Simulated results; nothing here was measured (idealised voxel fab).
The name of this process module is voxel self aligned vias.
Pictured: cross-section cut, 260 nm wide, on a grid of 5 nm square cells.
A cross-section is written here as square cells arranged in a grid, and it is given in bands from the top down, each band taking up one or more rows of cells. This entry defines a band. It first specifies the height of the band's top and the height of its bottom in nm, and then specifies the band's materials from left to right, stating each material with its width in nm. The word "all across" identifies a single material that fills the band from edge to edge, while the word "blank" identifies empty space. Zero point of the height axis is 0; under it, received wafer = one material. Lowest band: continues down indefinitely, "from 0 down". Per-row width for "30->40": begins at first number (top row of band), ends at second number (bottom row), increment between rows held constant. Key: "nothing got changed" - step with no changed cell in the cross-section. Listed in "Trapped void list": every empty space of 8 or more cells without an open way to the top. Form: width x height at distance, the distance being from the left edge, all in nm. after a step's settings: what the simulator itself notes on the step. A step's line can hold "overlay nm"; with a mask on that step, the setting says how far right of the planned place the mask lay, while a negative setting says it lay to the left.
HERE'S WHAT THE PLANNED PROCESS STEPS LOOK LIKE
| 1 | RECEIVE [material Si] |
| 2 | CONFORMAL_DEP [material SiO2] [thk nm 10] |
| 3 | CONFORMAL_DEP [material SiCN] [thk nm 5] |
| 4 | DIRECTIONAL_DEP [material SiO2] [thk nm 30] |
| 5 | MASKED_ETCH [tone open] [mask id LINES] [width nm 20] [pitch nm 55] [etch materials SiO2] [depth nm 30] [overlay nm 0] |
| 6 | CONFORMAL_DEP [material TiN] [thk nm 5] |
| 7 | FILL_DEP [material Ru] [thk nm 5] |
| 8 | CMP [height nm 45] |
| 9 | SELECTIVE_ETCH [etch materials W Ru TiN] [depth nm 5] |
| 10 | FILL_DEP [material SiN] [thk nm 5] |
| 11 | CMP [height nm 45] |
| 12 | DIRECTIONAL_DEP [material SiO2] [thk nm 15] |
| 13 | MASKED_ETCH [tone open] [mask id VIAS] [width nm 30] [pitch nm 55] [etch materials SiO2] [depth nm 15] [overlay nm 0] |
| 14 | MASKED_ETCH [tone open] [mask id VIAS] [width nm 30] [pitch nm 55] [etch materials SiN] [depth nm 5] [overlay nm 0] |
| 15 | CONFORMAL_DEP [material TiN] [thk nm 5] |
| 16 | FILL_DEP [material Cu] [thk nm 10] |
| 17 | CMP [height nm 60] |
| 18 | CONFORMAL_DEP [material SiN] [thk nm 5] |
CROSS-SECTION OF THE WAFER AT RECEIPT, WHICH IS THE CONDITION AFTER STEP 1
* from 0 down | Si all across
* Trapped void list: none
SECTIONED VIEW, FIRST OF TWO WAFERS, AT THE CLOSE OF THE MODULE, PROCESSED AS INTENDED IN THE PLAN
* from 65 to 60 | SiN all across
* from 60 to 50 | SiO2 60 / TiN 5 / Cu 20 / TiN 5 / SiO2 25 / TiN 5 / Cu 20 / TiN 5 / SiO2 25 / TiN 5 / Cu 20 / TiN 5 / SiO2 60
* from 50 to 45 | SiO2 60 / TiN 10 / Cu 10 / TiN 10 / SiO2 25 / TiN 10 / Cu 10 / TiN 10 / SiO2 25 / TiN 10 / Cu 10 / TiN 10 / SiO2 60
* from 45 to 40 | SiO2 65 / TiN 20 / SiO2 35 / TiN 20 / SiO2 35 / TiN 20 / SiO2 65
* from 40 to 20 | SiO2 65 / TiN 5 / Ru 10 / TiN 5 / SiO2 35 / TiN 5 / Ru 10 / TiN 5 / SiO2 35 / TiN 5 / Ru 10 / TiN 5 / SiO2 65
* from 20 to 15 | SiO2 65 / TiN 20 / SiO2 35 / TiN 20 / SiO2 35 / TiN 20 / SiO2 65
* from 15 to 10 | SiCN all across
* from 10 to 0 | SiO2 all across
* from 0 down | Si all across
* Trapped void list: none
WHAT THE SECOND WAFER LOOKS LIKE IN CROSS-SECTION ONCE THE MODULE IS DONE. ITS START AND ITS PLAN MATCHED THE FIRST WAFER'S EXACTLY; WHAT DIFFERED WAS ONE MISTAKE IN HOW IT WAS RUN
* from 65 to 60 | SiN all across
* from 60 to 45 | SiO2 60 / TiN 5 / Cu 20 / TiN 5 / SiO2 25 / TiN 5 / Cu 20 / TiN 5 / SiO2 25 / TiN 5 / Cu 20 / TiN 5 / SiO2 60
* from 45 to 40 | SiO2 60 / TiN 30 / SiO2 25 / TiN 30 / SiO2 25 / TiN 30 / SiO2 60
* from 40 to 30 | SiO2 60 / TiN 10 / Ru 10 / TiN 10 / SiO2 25 / TiN 10 / Ru 10 / TiN 10 / SiO2 25 / TiN 10 / Ru 10 / TiN 10 / SiO2 60
* from 30 to 20 | SiO2 65 / TiN 5 / Ru 10 / TiN 5 / SiO2 35 / TiN 5 / Ru 10 / TiN 5 / SiO2 35 / TiN 5 / Ru 10 / TiN 5 / SiO2 65
* from 20 to 15 | SiO2 65 / TiN 20 / SiO2 35 / TiN 20 / SiO2 35 / TiN 20 / SiO2 65
* from 15 to 10 | SiCN all across
* from 10 to 0 | SiO2 all across
* from 0 down | Si all across
* Trapped void list: none
Deviation from plan: step 13 from the plan got run twice
FYI, end of process, the second wafer has more or fewer cells of some materials than the first: Cu +6, SiO2 -18, TiN +12
